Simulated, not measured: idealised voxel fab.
The following process module bears the name voxel capacitor over wiring.
This is section cut - it's 240 nm across, gridded in 5 nm square cells.
Cross-section, as written here: a square-cell grid given band by band from the top down, where a band holds one or more rows of cells. Top height, bottom height, nm. Materials left to right, width each, nm. Single material + "everywhere" = fills band edge to edge. "blank" = empty. Beneath 0, the wafer as received is one material, and that level is where height counting begins. The lowest band goes on downward without a bottom; it is written like "0 down". Quick explanation for "30 to 40": the width changes in equal steps down the rows of cells, from the first number in the band's top row to the second number in its bottom row. "no modification" -> step changed no cross-section cell. In the "Entrapped voids" entry, you get each enclosed empty space of 8 cells or more, one with no open way to the top, written width x height at distance, distance from the left edge, in nm. That trailing text on a step's line, after the settings, is the simulator's own remark on the step. The setting "overlay nm" may be written on the line of a step. When the step uses a mask, the value reports how far to the right of the planned place the mask lay, and a negative value reports that it lay to the left.

**List of planned process steps**
1) op RECEIVE | material Si
2) op CONFORMAL_DEP | material SiO2 | thk nm 10
3) op CONFORMAL_DEP | material SiCN | thk nm 5
4) op DIRECTIONAL_DEP | material lowk | thk nm 15
5) op MASKED_ETCH | tone open | mask id METAL_1 | width nm 20 | pitch nm 85 | etch materials lowk | depth nm 15 | overlay nm 0
6) op MASKED_ETCH | tone open | mask id METAL_1 | width nm 20 | pitch nm 85 | etch materials SiCN | depth nm 5 | overlay nm 0
7) op CONFORMAL_DEP | material TiN | thk nm 5
8) op FILL_DEP | material Cu | thk nm 10
9) op CMP | height nm 30
10) op EPI | material Ru | thk nm 5
11) op FILL_DEP | material SiCN | thk nm 5
12) op DIRECTIONAL_DEP | material SiO2 | thk nm 10
13) op MASKED_ETCH | tone open | mask id PLUG_1 | width nm 15 | etch materials SiO2 | depth nm 10 | overlay nm 0
14) op MASKED_ETCH | tone open | mask id PLUG_1 | width nm 15 | etch materials SiCN | depth nm 5 | overlay nm 0
15) op CONFORMAL_DEP | material TiN | thk nm 5
16) op FILL_DEP | material Ru | thk nm 10
17) op CMP | height nm 50
18) op DIRECTIONAL_DEP | material TiN | thk nm 5
19) op DIRECTIONAL_DEP | material Al2O3 | thk nm 5
20) op DIRECTIONAL_DEP | material TiN | thk nm 5
21) op PATTERN | tone cover | mask id UPPER_PLATE | material resist | width nm 70 | thk nm 20 | overlay nm -15
22) op DIRECTIONAL_ETCH | etch materials TiN | depth nm 5
23) op DIRECTIONAL_ETCH | etch materials Al2O3 | depth nm 5
24) op STRIP | etch materials resist
25) op MASKED_ETCH | tone cover | mask id LOWER_PLATE | width nm 80 | etch materials TiN | depth nm 5 | overlay nm 0
26) op FILL_DEP | material SiO2 | thk nm 20
27) op CMP | height nm 80
28) op PATTERN | tone open | mask id PLUG_2 | material resist | width nm 15 | thk nm 20 | overlay nm 0
29) op DIRECTIONAL_ETCH | etch materials SiO2 | depth nm 15
30) op STRIP | etch materials resist
31) op CONFORMAL_DEP | material TiN | thk nm 5
32) op FILL_DEP | material Ru | thk nm 5
33) op CMP | height nm 80
34) op CONFORMAL_DEP | material SiN | thk nm 5
What sets these wafers apart? The overlay nm at step 21. They all start alike, and the plan carries the first wafer's value.

**The as-received cross-section of the first of several wafers corresponds to the state after step 1**
> 0 down  Si everywhere
> Entrapped voids: none

**Per wafer (row), end of module: delta in cells per material since receipt, (+) for gained, (-) for lost; closed voids after that**
overlay nm -15, +14 Al2O3, +12 Cu, +16 Ru, +121 SiCN, +48 SiN, +421 SiO2, +64 TiN, +120 lowk, Entrapped voids: none
overlay nm -10, +14 Al2O3, +12 Cu, +16 Ru, +121 SiCN, +48 SiN, +421 SiO2, +64 TiN, +120 lowk, Entrapped voids: none
overlay nm -5, +14 Al2O3, +12 Cu, +16 Ru, +121 SiCN, +48 SiN, +421 SiO2, +64 TiN, +120 lowk, Entrapped voids: none
overlay nm 0, +14 Al2O3, +12 Cu, +16 Ru, +121 SiCN, +48 SiN, +421 SiO2, +64 TiN, +120 lowk, Entrapped voids: none
overlay nm 5, +14 Al2O3, +12 Cu, +16 Ru, +121 SiCN, +48 SiN, +421 SiO2, +64 TiN, +120 lowk, Entrapped voids: none
overlay nm 10, +14 Al2O3, +12 Cu, +16 Ru, +121 SiCN, +48 SiN, +421 SiO2, +64 TiN, +120 lowk, Entrapped voids: none
overlay nm 15, +14 Al2O3, +12 Cu, +16 Ru, +121 SiCN, +48 SiN, +421 SiO2, +64 TiN, +120 lowk, Entrapped voids: none
